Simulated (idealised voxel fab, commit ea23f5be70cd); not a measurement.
This is a process module. Its name is voxel capacitor over wiring.
The width of the displayed cross-section, cut, is 220 nm; its cells are square, with a size of 5 nm.
A cross-section is written here as square cells arranged in a grid, and it is given in bands from the top down, each band taking up one or more rows of cells.
Top height, bottom height, nm. Materials left to right, width each, nm. Single material + "edge to edge" = fills band edge to edge. "blank" = empty.
All heights in this document are referenced to 0, defined as the level beneath which the wafer, as received, consists entirely of one material. The lowest band is not bounded below; it extends indefinitely downward and is written in the form "from 0 down".
A two-number width, for instance "30->40", indicates that the width is equal to the first number in the top row of the band and to the second number in the bottom row, and that it changes by a constant amount per row of cells.
What does "no modifications" mean for a step? It means no cell of the cross-section changed in that step.
"Closed voids list" - sealed voids, min. 8 cells, no opening to top; format: width x height at distance (distance from left edge; nm throughout).
after a step's settings: what the simulator itself notes on the step
When a step includes a mask, the "overlay nm" setting on its line states how far to the right of its planned place that mask lay, and negative values state how far to the left.
# This section lists the process steps that were planned
1 RECEIVE with material Si
2 CONFORMAL_DEP with material SiO2, thk nm 10
3 CONFORMAL_DEP with material SiCN, thk nm 5
4 DIRECTIONAL_DEP with material lowk, thk nm 20
5 DIRECTIONAL_DEP with material aC, thk nm 15
6 PATTERN with tone open, mask id METAL_1, material resist, width nm 30, pitch nm 90, thk nm 30, overlay nm 0
7 DIRECTIONAL_ETCH with etch materials aC, depth nm 15
8 STRIP with etch materials resist
9 DIRECTIONAL_ETCH with etch materials lowk, depth nm 20
10 DIRECTIONAL_ETCH with etch materials SiCN, depth nm 5
11 STRIP with etch materials aC
12 CONFORMAL_DEP with material TiN, thk nm 5
13 FILL_DEP with material Cu, thk nm 10
14 CMP with height nm 35
15 CONFORMAL_DEP with material SiCN, thk nm 5
16 DIRECTIONAL_DEP with material lowk, thk nm 10
17 PATTERN with tone open, mask id PLUG_1, material resist, width nm 15, thk nm 15, overlay nm 0
18 DIRECTIONAL_ETCH with etch materials lowk, depth nm 10
19 DIRECTIONAL_ETCH with etch materials SiCN, depth nm 5
20 STRIP with etch materials resist
21 CONFORMAL_DEP with material TiN, thk nm 5
22 FILL_DEP with material Ru, thk nm 5
23 CMP with height nm 50
24 DIRECTIONAL_DEP with material TiN, thk nm 10
25 DIRECTIONAL_DEP with material SiN, thk nm 5
26 DIRECTIONAL_DEP with material TiN, thk nm 10
27 DIRECTIONAL_DEP with material aC, thk nm 15
28 PATTERN with tone cover, mask id UPPER_PLATE, material resist, width nm 65, thk nm 35, overlay nm 0
29 DIRECTIONAL_ETCH with etch materials aC, depth nm 15
30 STRIP with etch materials resist
31 DIRECTIONAL_ETCH with etch materials TiN, depth nm 10
32 DIRECTIONAL_ETCH with etch materials SiN, depth nm 5
33 STRIP with etch materials aC
34 PATTERN with tone cover, mask id LOWER_PLATE, material resist, width nm 75, thk nm 20, overlay nm 0
35 DIRECTIONAL_ETCH with etch materials TiN, depth nm 10
36 STRIP with etch materials resist
37 FILL_DEP with material SiO2, thk nm 15
38 CMP with height nm 85
39 DIRECTIONAL_DEP with material aC, thk nm 15
40 PATTERN with tone open, mask id PLUG_2, material resist, width nm 15, thk nm 30, overlay nm 0
41 DIRECTIONAL_ETCH with etch materials aC, depth nm 15
42 STRIP with etch materials resist
43 DIRECTIONAL_ETCH with etch materials SiO2, depth nm 10
44 STRIP with etch materials aC
45 CONFORMAL_DEP with material TiN, thk nm 5
46 FILL_DEP with material Ru, thk nm 10
47 CMP with height nm 85
48 CONFORMAL_DEP with material SiN, thk nm 5
# First out of two wafers; run went to plan
# Wafer at receipt (post step 1), cross-section
	from 0 down = Si edge to edge
	Closed voids list: none
# How the wafer stands in section after step 2
	from 10 to 0 = SiO2 edge to edge
	For the remainder of the cross-section, below 0, there is no change.
# How the wafer stands in section after step 3
	from 15 to 10 = SiCN edge to edge
	For the remainder of the cross-section, below 10, there is no change.
# How the wafer stands in section after step 4
	from 35 to 15 = lowk edge to edge
	For the remainder of the cross-section, below 15, there is no change.
# How the wafer stands in section after step 5
	from 50 to 35 = aC edge to edge
	For the remainder of the cross-section, below 35, there is no change.
# How the wafer stands in section after step 6
	from 80 to 50 = resist (50); blank (30); resist (60); blank (30); resist (50)
	For the remainder of the cross-section, below 50, there is no change.
# How the wafer stands in section after step 7
	from 65 to 50 = resist (50); blank (30); resist (60); blank (30); resist (50)
	from 50 to 35 = aC (50); blank (30); aC (60); blank (30); aC (50)
	For the remainder of the cross-section, below 35, there is no change.
# How the wafer stands in section after step 8
	from 50 to 35 = aC (50); blank (30); aC (60); blank (30); aC (50)
	For the remainder of the cross-section, below 35, there is no change.
# How the wafer stands in section after step 9
	from 50 to 35 = aC (50); blank (30); aC (60); blank (30); aC (50)
	from 35 to 15 = lowk (50); blank (30); lowk (60); blank (30); lowk (50)
	For the remainder of the cross-section, below 15, there is no change.
# How the wafer stands in section after step 10
	from 50 to 35 = aC (50); blank (30); aC (60); blank (30); aC (50)
	from 35 to 15 = lowk (50); blank (30); lowk (60); blank (30); lowk (50)
	from 15 to 10 = SiCN (50); blank (30); SiCN (60); blank (30); SiCN (50)
	For the remainder of the cross-section, below 10, there is no change.
# How the wafer stands in section after step 11
	from 35 to 15 = lowk (50); blank (30); lowk (60); blank (30); lowk (50)
	For the remainder of the cross-section, below 15, there is no change.
# How the wafer stands in section after step 12
	from 40 to 35 = TiN (55); blank (20); TiN (70); blank (20); TiN (55)
	from 35 to 15 = lowk (50); TiN (5); blank (20); TiN (5); lowk (60); TiN (5); blank (20); TiN (5); lowk (50)
	from 15 to 10 = SiCN (50); TiN (30); SiCN (60); TiN (30); SiCN (50)
	For the remainder of the cross-section, below 10, there is no change.
# How the wafer stands in section after step 13
	from 50 to 40 = Cu edge to edge
	from 40 to 35 = TiN (55); Cu (20); TiN (70); Cu (20); TiN (55)
	from 35 to 15 = lowk (50); TiN (5); Cu (20); TiN (5); lowk (60); TiN (5); Cu (20); TiN (5); lowk (50)
	For the remainder of the cross-section, below 15, there is no change.
# How the wafer stands in section after step 14
	from 35 to 15 = lowk (50); TiN (5); Cu (20); TiN (5); lowk (60); TiN (5); Cu (20); TiN (5); lowk (50)
	For the remainder of the cross-section, below 15, there is no change.
# How the wafer stands in section after step 15
	from 40 to 35 = SiCN edge to edge
	For the remainder of the cross-section, below 35, there is no change.
# How the wafer stands in section after step 16
	from 50 to 40 = lowk edge to edge
	For the remainder of the cross-section, below 40, there is no change.
# How the wafer stands in section after step 17
	from 65 to 50 = resist (65); blank (15); resist (140)
	For the remainder of the cross-section, below 50, there is no change.
# How the wafer stands in section after step 18
	from 65 to 50 = resist (65); blank (15); resist (140)
	from 50 to 40 = lowk (65); blank (15); lowk (140)
	For the remainder of the cross-section, below 40, there is no change.
# How the wafer stands in section after step 19
	from 65 to 50 = resist (65); blank (15); resist (140)
	from 50 to 40 = lowk (65); blank (15); lowk (140)
	from 40 to 35 = SiCN (65); blank (15); SiCN (140)
	For the remainder of the cross-section, below 35, there is no change.
# How the wafer stands in section after step 20
	from 50 to 40 = lowk (65); blank (15); lowk (140)
	For the remainder of the cross-section, below 40, there is no change.
# How the wafer stands in section after step 21
	from 55 to 50 = TiN (70); blank (5); TiN (145)
	from 50 to 40 = lowk (65); TiN (5); blank (5); TiN (5); lowk (140)
	from 40 to 35 = SiCN (65); TiN (15); SiCN (140)
	For the remainder of the cross-section, below 35, there is no change.
# How the wafer stands in section after step 22
	from 60 to 55 = Ru edge to edge
	from 55 to 50 = TiN (70); Ru (5); TiN (145)
	from 50 to 40 = lowk (65); TiN (5); Ru (5); TiN (5); lowk (140)
	For the remainder of the cross-section, below 40, there is no change.
# How the wafer stands in section after step 23
	from 50 to 40 = lowk (65); TiN (5); Ru (5); TiN (5); lowk (140)
	For the remainder of the cross-section, below 40, there is no change.
# How the wafer stands in section after step 24
	from 60 to 50 = TiN edge to edge
	For the remainder of the cross-section, below 50, there is no change.
# How the wafer stands in section after step 25
	from 65 to 60 = SiN edge to edge
	For the remainder of the cross-section, below 60, there is no change.
# How the wafer stands in section after step 26
	from 75 to 65 = TiN edge to edge
	For the remainder of the cross-section, below 65, there is no change.
# How the wafer stands in section after step 27
	from 90 to 75 = aC edge to edge
	For the remainder of the cross-section, below 75, there is no change.
# How the wafer stands in section after step 28
	from 125 to 90 = blank (65); resist (65); blank (90)
	For the remainder of the cross-section, below 90, there is no change.
# How the wafer stands in section after step 29
	from 110 to 90 = blank (65); resist (65); blank (90)
	from 90 to 75 = blank (65); aC (65); blank (90)
	For the remainder of the cross-section, below 75, there is no change.
# How the wafer stands in section after step 30
	from 90 to 75 = blank (65); aC (65); blank (90)
	For the remainder of the cross-section, below 75, there is no change.
# How the wafer stands in section after step 31
	from 90 to 75 = blank (65); aC (65); blank (90)
	from 75 to 65 = blank (65); TiN (65); blank (90)
	For the remainder of the cross-section, below 65, there is no change.
# How the wafer stands in section after step 32
	from 90 to 75 = blank (65); aC (65); blank (90)
	from 75 to 65 = blank (65); TiN (65); blank (90)
	from 65 to 60 = blank (65); SiN (65); blank (90)
	For the remainder of the cross-section, below 60, there is no change.
# How the wafer stands in section after step 33
	from 75 to 65 = blank (65); TiN (65); blank (90)
	For the remainder of the cross-section, below 65, there is no change.
# How the wafer stands in section after step 34
	from 95 to 75 = blank (60); resist (75); blank (85)
	from 75 to 65 = blank (60); resist (5); TiN (65); resist (5); blank (85)
	from 65 to 60 = blank (60); resist (5); SiN (65); resist (5); blank (85)
	For the remainder of the cross-section, below 60, there is no change.
# How the wafer stands in section after step 35
	from 95 to 75 = blank (60); resist (75); blank (85)
	from 75 to 65 = blank (60); resist (5); TiN (65); resist (5); blank (85)
	from 65 to 60 = blank (60); resist (5); SiN (65); resist (5); blank (85)
	from 60 to 50 = blank (60); TiN (75); blank (85)
	For the remainder of the cross-section, below 50, there is no change.
# How the wafer stands in section after step 36
	from 75 to 65 = blank (65); TiN (65); blank (90)
	from 65 to 60 = blank (65); SiN (65); blank (90)
	For the remainder of the cross-section, below 60, there is no change.
# How the wafer stands in section after step 37
	from 90 to 75 = SiO2 edge to edge
	from 75 to 65 = SiO2 (65); TiN (65); SiO2 (90)
	from 65 to 60 = SiO2 (65); SiN (65); SiO2 (90)
	from 60 to 50 = SiO2 (60); TiN (75); SiO2 (85)
	For the remainder of the cross-section, below 50, there is no change.
# How the wafer stands in section after step 38
	from 85 to 75 = SiO2 edge to edge
	For the remainder of the cross-section, below 75, there is no change.
# How the wafer stands in section after step 39
	from 100 to 85 = aC edge to edge
	For the remainder of the cross-section, below 85, there is no change.
# How the wafer stands in section after step 40
	from 130 to 100 = resist (75); blank (15); resist (130)
	For the remainder of the cross-section, below 100, there is no change.
# How the wafer stands in section after step 41
	from 115 to 100 = resist (75); blank (15); resist (130)
	from 100 to 85 = aC (75); blank (15); aC (130)
	For the remainder of the cross-section, below 85, there is no change.
# How the wafer stands in section after step 42
	from 100 to 85 = aC (75); blank (15); aC (130)
	For the remainder of the cross-section, below 85, there is no change.
# How the wafer stands in section after step 43
	from 100 to 85 = aC (75); blank (15); aC (130)
	from 85 to 75 = SiO2 (75); blank (15); SiO2 (130)
	For the remainder of the cross-section, below 75, there is no change.
# How the wafer stands in section after step 44
	from 85 to 75 = SiO2 (75); blank (15); SiO2 (130)
	For the remainder of the cross-section, below 75, there is no change.
# How the wafer stands in section after step 45
	from 90 to 85 = TiN (80); blank (5); TiN (135)
	from 85 to 80 = SiO2 (75); TiN (5); blank (5); TiN (5); SiO2 (130)
	from 80 to 75 = SiO2 (75); TiN (15); SiO2 (130)
	For the remainder of the cross-section, below 75, there is no change.
# How the wafer stands in section after step 46
	from 100 to 90 = Ru edge to edge
	from 90 to 85 = TiN (80); Ru (5); TiN (135)
	from 85 to 80 = SiO2 (75); TiN (5); Ru (5); TiN (5); SiO2 (130)
	For the remainder of the cross-section, below 80, there is no change.
# How the wafer stands in section after step 47
	from 85 to 80 = SiO2 (75); TiN (5); Ru (5); TiN (5); SiO2 (130)
	For the remainder of the cross-section, below 80, there is no change.
# How the wafer stands in section after step 48
	from 90 to 85 = SiN edge to edge
	For the remainder of the cross-section, below 85, there is no change.
# The second wafer began exactly as the first did and followed the same plan, but one mistake was made while running it; through step 13 inclusive, the two wafers are identical
# Second wafer: cross-section at the scheduled end of step 14
	from 45 to 40 = Cu edge to edge
	For the remainder of the cross-section, below 40, there is no change.
# Second wafer: cross-section at the scheduled end of step 15
	from 50 to 45 = SiCN edge to edge
	For the remainder of the cross-section, below 45, there is no change.
# Second wafer: cross-section at the scheduled end of step 16
	from 60 to 50 = lowk edge to edge
	For the remainder of the cross-section, below 50, there is no change.
# Second wafer: cross-section at the scheduled end of step 17
	from 75 to 60 = resist (65); blank (15); resist (140)
	For the remainder of the cross-section, below 60, there is no change.
# Second wafer: cross-section at the scheduled end of step 18
	from 75 to 60 = resist (65); blank (15); resist (140)
	from 60 to 50 = lowk (65); blank (15); lowk (140)
	For the remainder of the cross-section, below 50, there is no change.
# Second wafer: cross-section at the scheduled end of step 19
	from 75 to 60 = resist (65); blank (15); resist (140)
	from 60 to 50 = lowk (65); blank (15); lowk (140)
	from 50 to 45 = SiCN (65); blank (15); SiCN (140)
	For the remainder of the cross-section, below 45, there is no change.
# Second wafer: cross-section at the scheduled end of step 20
	from 60 to 50 = lowk (65); blank (15); lowk (140)
	For the remainder of the cross-section, below 50, there is no change.
# Second wafer: cross-section at the scheduled end of step 21
	from 65 to 60 = TiN (70); blank (5); TiN (145)
	from 60 to 50 = lowk (65); TiN (5); blank (5); TiN (5); lowk (140)
	from 50 to 45 = SiCN (65); TiN (15); SiCN (140)
	For the remainder of the cross-section, below 45, there is no change.
# Second wafer: cross-section at the scheduled end of step 22
	from 70 to 65 = Ru edge to edge
	from 65 to 60 = TiN (70); Ru (5); TiN (145)
	from 60 to 50 = lowk (65); TiN (5); Ru (5); TiN (5); lowk (140)
	For the remainder of the cross-section, below 50, there is no change.
# Second wafer: cross-section at the scheduled end of step 23
	from 50 to 45 = SiCN (65); TiN (15); SiCN (140)
	For the remainder of the cross-section, below 45, there is no change.
# Second wafer: cross-section at the scheduled end of step 24
	from 60 to 50 = TiN edge to edge
	For the remainder of the cross-section, below 50, there is no change.
# Second wafer: cross-section at the scheduled end of step 25
	from 65 to 60 = SiN edge to edge
	For the remainder of the cross-section, below 60, there is no change.
# Second wafer: cross-section at the scheduled end of step 26
	from 75 to 65 = TiN edge to edge
	For the remainder of the cross-section, below 65, there is no change.
# Second wafer: cross-section at the scheduled end of step 27
	from 90 to 75 = aC edge to edge
	For the remainder of the cross-section, below 75, there is no change.
# Second wafer: cross-section at the scheduled end of step 28
	from 125 to 90 = blank (65); resist (65); blank (90)
	For the remainder of the cross-section, below 90, there is no change.
# Second wafer: cross-section at the scheduled end of step 29
	from 110 to 90 = blank (65); resist (65); blank (90)
	from 90 to 75 = blank (65); aC (65); blank (90)
	For the remainder of the cross-section, below 75, there is no change.
# Second wafer: cross-section at the scheduled end of step 30
	from 90 to 75 = blank (65); aC (65); blank (90)
	For the remainder of the cross-section, below 75, there is no change.
# Second wafer: cross-section at the scheduled end of step 31
	from 90 to 75 = blank (65); aC (65); blank (90)
	from 75 to 65 = blank (65); TiN (65); blank (90)
	For the remainder of the cross-section, below 65, there is no change.
# Second wafer: cross-section at the scheduled end of step 32
	from 90 to 75 = blank (65); aC (65); blank (90)
	from 75 to 65 = blank (65); TiN (65); blank (90)
	from 65 to 60 = blank (65); SiN (65); blank (90)
	For the remainder of the cross-section, below 60, there is no change.
# Second wafer: cross-section at the scheduled end of step 33
	from 75 to 65 = blank (65); TiN (65); blank (90)
	For the remainder of the cross-section, below 65, there is no change.
# Second wafer: cross-section at the scheduled end of step 34
	from 95 to 75 = blank (60); resist (75); blank (85)
	from 75 to 65 = blank (60); resist (5); TiN (65); resist (5); blank (85)
	from 65 to 60 = blank (60); resist (5); SiN (65); resist (5); blank (85)
	For the remainder of the cross-section, below 60, there is no change.
# Second wafer: cross-section at the scheduled end of step 35
	from 95 to 75 = blank (60); resist (75); blank (85)
	from 75 to 65 = blank (60); resist (5); TiN (65); resist (5); blank (85)
	from 65 to 60 = blank (60); resist (5); SiN (65); resist (5); blank (85)
	from 60 to 50 = blank (60); TiN (75); blank (85)
	For the remainder of the cross-section, below 50, there is no change.
# Second wafer: cross-section at the scheduled end of step 36
	from 75 to 65 = blank (65); TiN (65); blank (90)
	from 65 to 60 = blank (65); SiN (65); blank (90)
	For the remainder of the cross-section, below 60, there is no change.
# Second wafer: cross-section at the scheduled end of step 37
	from 90 to 75 = SiO2 edge to edge
	from 75 to 65 = SiO2 (65); TiN (65); SiO2 (90)
	from 65 to 60 = SiO2 (65); SiN (65); SiO2 (90)
	from 60 to 50 = SiO2 (60); TiN (75); SiO2 (85)
	For the remainder of the cross-section, below 50, there is no change.
# Second wafer: cross-section at the scheduled end of step 38
	from 85 to 75 = SiO2 edge to edge
	For the remainder of the cross-section, below 75, there is no change.
# Second wafer: cross-section at the scheduled end of step 39
	from 100 to 85 = aC edge to edge
	For the remainder of the cross-section, below 85, there is no change.
# Second wafer: cross-section at the scheduled end of step 40
	from 130 to 100 = resist (75); blank (15); resist (130)
	For the remainder of the cross-section, below 100, there is no change.
# Second wafer: cross-section at the scheduled end of step 41
	from 115 to 100 = resist (75); blank (15); resist (130)
	from 100 to 85 = aC (75); blank (15); aC (130)
	For the remainder of the cross-section, below 85, there is no change.
# Second wafer: cross-section at the scheduled end of step 42
	from 100 to 85 = aC (75); blank (15); aC (130)
	For the remainder of the cross-section, below 85, there is no change.
# Second wafer: cross-section at the scheduled end of step 43
	from 100 to 85 = aC (75); blank (15); aC (130)
	from 85 to 75 = SiO2 (75); blank (15); SiO2 (130)
	For the remainder of the cross-section, below 75, there is no change.
# Second wafer: cross-section at the scheduled end of step 44
	from 85 to 75 = SiO2 (75); blank (15); SiO2 (130)
	For the remainder of the cross-section, below 75, there is no change.
# Second wafer: cross-section at the scheduled end of step 45
	from 90 to 85 = TiN (80); blank (5); TiN (135)
	from 85 to 80 = SiO2 (75); TiN (5); blank (5); TiN (5); SiO2 (130)
	from 80 to 75 = SiO2 (75); TiN (15); SiO2 (130)
	For the remainder of the cross-section, below 75, there is no change.
# Second wafer: cross-section at the scheduled end of step 46
	from 100 to 90 = Ru edge to edge
	from 90 to 85 = TiN (80); Ru (5); TiN (135)
	from 85 to 80 = SiO2 (75); TiN (5); Ru (5); TiN (5); SiO2 (130)
	For the remainder of the cross-section, below 80, there is no change.
# Second wafer: cross-section at the scheduled end of step 47
	from 85 to 80 = SiO2 (75); TiN (5); Ru (5); TiN (5); SiO2 (130)
	For the remainder of the cross-section, below 80, there is no change.
# Second wafer: cross-section at the scheduled end of step 48
	from 90 to 85 = SiN edge to edge
	For the remainder of the cross-section, below 85, there is no change.
What was done differently from what was planned? step 14: run off-plan, actual operation and settings CMP with height nm 45
Looking at both finished wafers in cells, the second ends up ahead of or behind the first on some materials: Cu +52, Ru -2, TiN +32, lowk -82
